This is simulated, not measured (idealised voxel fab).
voxel wiring stack: a process module
190 nm wide, 5 nm square cells: that's cross-section cut.
Cross-sections here: square-cell grids, written as top-down lists of bands, a band being one or more rows of cells.
Heights first: top, then bottom, in nm. Then materials, left to right, each with a width in nm. "edge to edge" on a single material: fills the band edge to edge. "air": empty space.
Heights are expressed relative to 0, this being the level below which the as-received wafer comprises one material exclusively. The lowest band is unbounded in the downward direction and is denoted as in "0..down".
With a width like "30..40", each row of cells in the band differs from the next by the same amount, the top row carrying the first number and the bottom row the second.
A step reported as "all unchanged" is a step in which no cell of the cross-section changed.
Reported under the label "Enclosed cavities" are the empty spaces having no open way to the top and comprising 8 cells or more; the notation for each is width x height at distance, in which the distance is measured from the left edge and all three values are in nm.
Note: text after step settings on the step line = simulator remark on that step.
The "overlay nm" setting may appear on a step's line; for a step that uses a mask, it gives how far to the right of its planned position the mask lay, and a negative value indicates the left.
-- Planned process steps
- 1: RECEIVE, material Si
- 2: CONFORMAL_DEP, material SiO2, thk nm 5
- 3: CONFORMAL_DEP, material SiCN, thk nm 5
- 4: DIRECTIONAL_DEP, material SiO2, thk nm 20
- 5: DIRECTIONAL_DEP, material aC, thk nm 10
- 6: PATTERN, tone open, mask id METAL_1, material resist, width nm 20, pitch nm 40, thk nm 30, overlay nm 0
- 7: DIRECTIONAL_ETCH, etch materials aC, depth nm 10
- 8: STRIP, etch materials resist
- 9: DIRECTIONAL_ETCH, etch materials SiO2, depth nm 20
- 10: DIRECTIONAL_ETCH, etch materials SiCN, depth nm 5
- 11: STRIP, etch materials aC
- 12: CONFORMAL_DEP, material TiN, thk nm 5
- 13: FILL_DEP, material Cu, thk nm 5
- 14: CMP, height nm 35
- 15: CONFORMAL_DEP, material SiCN, thk nm 5
- 16: DIRECTIONAL_DEP, material SiO2, thk nm 30
- 17: DIRECTIONAL_DEP, material aC, thk nm 10
- 18: PATTERN, tone open, mask id METAL_2, material resist, width nm 20, pitch nm 40, thk nm 30, overlay nm 0
- 19: DIRECTIONAL_ETCH, etch materials aC, depth nm 10
- 20: STRIP, etch materials resist
- 21: DIRECTIONAL_ETCH, etch materials SiO2, depth nm 15
- 22: STRIP, etch materials aC
- 23: PATTERN, tone open, mask id METAL_2_HOLES, material resist, width nm 15, pitch nm 80, thk nm 20, overlay nm 0
- 24: DIRECTIONAL_ETCH, etch materials SiO2, depth nm 15
- 25: DIRECTIONAL_ETCH, etch materials SiCN, depth nm 5
- 26: STRIP, etch materials resist
- 27: CONFORMAL_DEP, material TiN, thk nm 5
- 28: FILL_DEP, material Ru, thk nm 10
- 29: CMP, height nm 70
- 30: CONFORMAL_DEP, material SiN, thk nm 5
Don't read the plan's thk nm for step 2 as applying to every wafer: that's the first wafer's value, and the wafers differ in it, though they all start identical.
-- The as-received cross-section of the first of several wafers corresponds to the state after step 1
	0..down: Si edge to edge
	Enclosed cavities: none
-- Per wafer (row), end of module: delta in cells per material since receipt, (+) for gained, (-) for lost; closed voids after that
thk nm 5; +40 Cu; +24 Ru; +54 SiCN; +38 SiN; +288 SiO2; +126 TiN; Enclosed cavities: none
thk nm 10; +32 Cu; +24 Ru; +54 SiCN; +38 SiN; +326 SiO2; +96 TiN; Enclosed cavities: none
thk nm 15; +24 Cu; +24 Ru; +54 SiCN; +38 SiN; +342 SiO2; +88 TiN; Enclosed cavities: none
thk nm 20; +16 Cu; +24 Ru; +54 SiCN; +38 SiN; +358 SiO2; +80 TiN; Enclosed cavities: none
thk nm 25; +8 Cu; +24 Ru; +54 SiCN; +38 SiN; +374 SiO2; +72 TiN; Enclosed cavities: none
